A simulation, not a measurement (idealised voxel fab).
Process module under the name voxel self aligned contacts
Section cut is 245 nm wide and gridded with 5 nm square cells.
Cross-section = grid of square cells, listed top down in bands; band = one or more rows.
In this notation a band is specified by the heights of its top and bottom, in that order and in nm, after which its materials appear from left to right, each paired with its width in nm. The word "throughout" attached to a single material means that material fills the band from edge to edge; the word "air" stands for empty space.
Measure heights from 0. That's the level where, below it, the as-received wafer is all one material. The lowest band is bottomless and extends downward; write it as in "0 -> down".
You'd read "30..40" like this: the band's top row of cells is as wide as the first number, its bottom row is as wide as the second, and going down, every row changes width by the same amount as the row before did.
Step marked "remains unaltered"? Then no cell in the cross-section changed in it.
The entry titled "Closed internal voids" provides the empty spaces that have no open way to the top, restricted to those of 8 cells or more. Each is presented as width x height at distance, the distance being measured from the left edge, with all three in nm.
Where a step's line continues beyond its settings, the continuation is a remark by the simulator itself on that step.
On any step carrying a mask, the "overlay nm" setting, if present on the step's line, tells how far right of its planned place the mask lay; negative values point to the left.
SET OUT BELOW ARE THE PLANNED STEPS OF THE PROCESS
step 1: RECEIVE,material Si
step 2: CONFORMAL_DEP,material SiO2,thk nm 5
step 3: DIRECTIONAL_DEP,material polySi,thk nm 20
step 4: DIRECTIONAL_DEP,material SiN,thk nm 20
step 5: PATTERN,tone cover,mask id GATE,material resist,width nm 35,pitch nm 70,thk nm 20,overlay nm 0
step 6: DIRECTIONAL_ETCH,etch materials SiN,depth nm 20
step 7: DIRECTIONAL_ETCH,etch materials polySi,depth nm 20
step 8: STRIP,etch materials resist
step 9: CONFORMAL_DEP,material SiN,thk nm 5
step 10: DIRECTIONAL_ETCH,etch materials SiN,depth nm 5
step 11: FILL_DEP,material SiO2,thk nm 10
step 12: CMP,height nm 50
step 13: DIRECTIONAL_DEP,material aC,thk nm 15
step 14: PATTERN,tone open,mask id CONTACT,material resist,width nm 45,pitch nm 70,thk nm 35,overlay nm 0
step 15: DIRECTIONAL_ETCH,etch materials aC,depth nm 15
step 16: STRIP,etch materials resist
step 17: DIRECTIONAL_ETCH,etch materials SiO2,depth nm 50
step 18: STRIP,etch materials aC
step 19: CONFORMAL_DEP,material TiN,thk nm 5
step 20: FILL_DEP,material W,thk nm 5
step 21: CMP,height nm 50
step 22: CONFORMAL_DEP,material SiCN,thk nm 5
SO, THE FIRST OF OUR TWO WAFERS, RUN JUST AS WE PLANNED IT
WAFER AS RECEIVED: CROSS-SECTION FOLLOWING STEP 1
    0 -> down: Si throughout
    Closed internal voids: none
CROSS-SECTION OF THE WAFER AFTER STEP 2
    5 -> 0: SiO2 throughout
    Below 0, no change.
CROSS-SECTION OF THE WAFER AFTER STEP 3
    25 -> 5: polySi throughout
    Below 5, no change.
CROSS-SECTION OF THE WAFER AFTER STEP 4
    45 -> 25: SiN throughout
    Below 25, no change.
CROSS-SECTION OF THE WAFER AFTER STEP 5
    65 -> 45: 35 air  35 resist  35 air  35 resist  35 air  35 resist  35 air
    Below 45, no change.
CROSS-SECTION OF THE WAFER AFTER STEP 6
    65 -> 45: 35 air  35 resist  35 air  35 resist  35 air  35 resist  35 air
    45 -> 25: 35 air  35 SiN  35 air  35 SiN  35 air  35 SiN  35 air
    Below 25, no change.
CROSS-SECTION OF THE WAFER AFTER STEP 7
    65 -> 45: 35 air  35 resist  35 air  35 resist  35 air  35 resist  35 air
    45 -> 25: 35 air  35 SiN  35 air  35 SiN  35 air  35 SiN  35 air
    25 -> 5: 35 air  35 polySi  35 air  35 polySi  35 air  35 polySi  35 air
    Below 5, no change.
CROSS-SECTION OF THE WAFER AFTER STEP 8
    45 -> 25: 35 air  35 SiN  35 air  35 SiN  35 air  35 SiN  35 air
    Below 25, no change.
CROSS-SECTION OF THE WAFER AFTER STEP 9
    50 -> 25: 30 air  45 SiN  25 air  45 SiN  25 air  45 SiN  30 air
    25 -> 10: 30 air  5 SiN  35 polySi  5 SiN  25 air  5 SiN  35 polySi  5 SiN  25 air  5 SiN  35 polySi  5 SiN  30 air
    10 -> 5: 35 SiN  35 polySi  35 SiN  35 polySi  35 SiN  35 polySi  35 SiN
    Below 5, no change.
CROSS-SECTION OF THE WAFER AFTER STEP 10
    45 -> 25: 30 air  45 SiN  25 air  45 SiN  25 air  45 SiN  30 air
    25 -> 5: 30 air  5 SiN  35 polySi  5 SiN  25 air  5 SiN  35 polySi  5 SiN  25 air  5 SiN  35 polySi  5 SiN  30 air
    Below 5, no change.
CROSS-SECTION OF THE WAFER AFTER STEP 11
    55 -> 45: SiO2 throughout
    45 -> 25: 30 SiO2  45 SiN  25 SiO2  45 SiN  25 SiO2  45 SiN  30 SiO2
    25 -> 5: 30 SiO2  5 SiN  35 polySi  5 SiN  25 SiO2  5 SiN  35 polySi  5 SiN  25 SiO2  5 SiN  35 polySi  5 SiN  30 SiO2
    Below 5, no change.
CROSS-SECTION OF THE WAFER AFTER STEP 12
    50 -> 45: SiO2 throughout
    Below 45, no change.
CROSS-SECTION OF THE WAFER AFTER STEP 13
    65 -> 50: aC throughout
    Below 50, no change.
CROSS-SECTION OF THE WAFER AFTER STEP 14
    100 -> 65: 65 resist  45 air  25 resist  45 air  65 resist
    Below 65, no change.
CROSS-SECTION OF THE WAFER AFTER STEP 15
    85 -> 65: 65 resist  45 air  25 resist  45 air  65 resist
    65 -> 50: 65 aC  45 air  25 aC  45 air  65 aC
    Below 50, no change.
CROSS-SECTION OF THE WAFER AFTER STEP 16
    65 -> 50: 65 aC  45 air  25 aC  45 air  65 aC
    Below 50, no change.
CROSS-SECTION OF THE WAFER AFTER STEP 17
    65 -> 50: 65 aC  45 air  25 aC  45 air  65 aC
    50 -> 45: 65 SiO2  45 air  25 SiO2  45 air  65 SiO2
    45 -> 25: 30 SiO2  45 SiN  25 air  45 SiN  25 air  45 SiN  30 SiO2
    25 -> 5: 30 SiO2  5 SiN  35 polySi  5 SiN  25 air  5 SiN  35 polySi  5 SiN  25 air  5 SiN  35 polySi  5 SiN  30 SiO2
    5 -> 0: 75 SiO2  25 air  45 SiO2  25 air  75 SiO2
    Below 0, no change.
CROSS-SECTION OF THE WAFER AFTER STEP 18
    50 -> 45: 65 SiO2  45 air  25 SiO2  45 air  65 SiO2
    Below 45, no change.
CROSS-SECTION OF THE WAFER AFTER STEP 19
    55 -> 50: 70 TiN  35 air  35 TiN  35 air  70 TiN
    50 -> 45: 65 SiO2  15 TiN  15 air  15 TiN  25 SiO2  15 TiN  15 air  15 TiN  65 SiO2
    45 -> 25: 30 SiO2  45 SiN  5 TiN  15 air  5 TiN  45 SiN  5 TiN  15 air  5 TiN  45 SiN  30 SiO2
    25 -> 5: 30 SiO2  5 SiN  35 polySi  5 SiN  5 TiN  15 air  5 TiN  5 SiN  35 polySi  5 SiN  5 TiN  15 air  5 TiN  5 SiN  35 polySi  5 SiN  30 SiO2
    5 -> 0: 75 SiO2  25 TiN  45 SiO2  25 TiN  75 SiO2
    Below 0, no change.
CROSS-SECTION OF THE WAFER AFTER STEP 20
    60 -> 55: W throughout
    55 -> 50: 70 TiN  35 W  35 TiN  35 W  70 TiN
    50 -> 45: 65 SiO2  15 TiN  15 W  15 TiN  25 SiO2  15 TiN  15 W  15 TiN  65 SiO2
    45 -> 25: 30 SiO2  45 SiN  5 TiN  15 W  5 TiN  45 SiN  5 TiN  15 W  5 TiN  45 SiN  30 SiO2
    25 -> 5: 30 SiO2  5 SiN  35 polySi  5 SiN  5 TiN  15 W  5 TiN  5 SiN  35 polySi  5 SiN  5 TiN  15 W  5 TiN  5 SiN  35 polySi  5 SiN  30 SiO2
    Below 5, no change.
CROSS-SECTION OF THE WAFER AFTER STEP 21
    50 -> 45: 65 SiO2  15 TiN  15 W  15 TiN  25 SiO2  15 TiN  15 W  15 TiN  65 SiO2
    Below 45, no change.
CROSS-SECTION OF THE WAFER AFTER STEP 22
    55 -> 50: SiCN throughout
    Below 50, no change.
THE REMAINING WAFER, SECOND OF THE TWO, STARTED LIKE THE FIRST AND WAS RUN TO THE SAME PLAN, EXCEPT THAT ONE MISTAKE WAS MADE ALONG THE WAY; THE TWO COINCIDE THROUGH STEP 3, INCLUSIVE
AT THE PLANNED END OF STEP 4, THE SECOND WAFER IN CROSS-SECTION
    65 -> 25: SiN throughout
    Below 25, no change.
AT THE PLANNED END OF STEP 5, THE SECOND WAFER IN CROSS-SECTION
    85 -> 65: 35 air  35 resist  35 air  35 resist  35 air  35 resist  35 air
    Below 65, no change.
AT THE PLANNED END OF STEP 6, THE SECOND WAFER IN CROSS-SECTION
    85 -> 65: 35 air  35 resist  35 air  35 resist  35 air  35 resist  35 air
    65 -> 45: 35 air  35 SiN  35 air  35 SiN  35 air  35 SiN  35 air
    Below 45, no change.
At the planned end of step 7, the second wafer in cross-section: remains unaltered
AT THE PLANNED END OF STEP 8, THE SECOND WAFER IN CROSS-SECTION
    65 -> 45: 35 air  35 SiN  35 air  35 SiN  35 air  35 SiN  35 air
    Below 45, no change.
AT THE PLANNED END OF STEP 9, THE SECOND WAFER IN CROSS-SECTION
    70 -> 50: 30 air  45 SiN  25 air  45 SiN  25 air  45 SiN  30 air
    50 -> 25: SiN throughout
    Below 25, no change.
AT THE PLANNED END OF STEP 10, THE SECOND WAFER IN CROSS-SECTION
    65 -> 45: 30 air  45 SiN  25 air  45 SiN  25 air  45 SiN  30 air
    Below 45, no change.
AT THE PLANNED END OF STEP 11, THE SECOND WAFER IN CROSS-SECTION
    75 -> 65: SiO2 throughout
    65 -> 45: 30 SiO2  45 SiN  25 SiO2  45 SiN  25 SiO2  45 SiN  30 SiO2
    Below 45, no change.
AT THE PLANNED END OF STEP 12, THE SECOND WAFER IN CROSS-SECTION
    50 -> 45: 30 SiO2  45 SiN  25 SiO2  45 SiN  25 SiO2  45 SiN  30 SiO2
    Below 45, no change.
AT THE PLANNED END OF STEP 13, THE SECOND WAFER IN CROSS-SECTION
    65 -> 50: aC throughout
    Below 50, no change.
AT THE PLANNED END OF STEP 14, THE SECOND WAFER IN CROSS-SECTION
    100 -> 65: 65 resist  45 air  25 resist  45 air  65 resist
    Below 65, no change.
AT THE PLANNED END OF STEP 15, THE SECOND WAFER IN CROSS-SECTION
    85 -> 65: 65 resist  45 air  25 resist  45 air  65 resist
    65 -> 50: 65 aC  45 air  25 aC  45 air  65 aC
    Below 50, no change.
AT THE PLANNED END OF STEP 16, THE SECOND WAFER IN CROSS-SECTION
    65 -> 50: 65 aC  45 air  25 aC  45 air  65 aC
    Below 50, no change.
AT THE PLANNED END OF STEP 17, THE SECOND WAFER IN CROSS-SECTION
    65 -> 50: 65 aC  45 air  25 aC  45 air  65 aC
    50 -> 45: 30 SiO2  45 SiN  25 air  45 SiN  25 air  45 SiN  30 SiO2
    Below 45, no change.
AT THE PLANNED END OF STEP 18, THE SECOND WAFER IN CROSS-SECTION
    50 -> 45: 30 SiO2  45 SiN  25 air  45 SiN  25 air  45 SiN  30 SiO2
    Below 45, no change.
AT THE PLANNED END OF STEP 19, THE SECOND WAFER IN CROSS-SECTION
    55 -> 50: 80 TiN  15 air  55 TiN  15 air  80 TiN
    50 -> 45: 30 SiO2  45 SiN  25 TiN  45 SiN  25 TiN  45 SiN  30 SiO2
    Below 45, no change.
AT THE PLANNED END OF STEP 20, THE SECOND WAFER IN CROSS-SECTION
    60 -> 55: W throughout
    55 -> 50: 80 TiN  15 W  55 TiN  15 W  80 TiN
    Below 50, no change.
AT THE PLANNED END OF STEP 21, THE SECOND WAFER IN CROSS-SECTION
    50 -> 45: 30 SiO2  45 SiN  25 TiN  45 SiN  25 TiN  45 SiN  30 SiO2
    Below 45, no change.
AT THE PLANNED END OF STEP 22, THE SECOND WAFER IN CROSS-SECTION
    55 -> 50: SiCN throughout
    Below 50, no change.
The mistake made against the process plan was this: in the plan, step 4 was performed twice
Per the end-of-run cell counts, the second wafer holds more or fewer of some materials than the first: +91 SiN | -105 SiO2 | -44 TiN | -54 W | +112 polySi
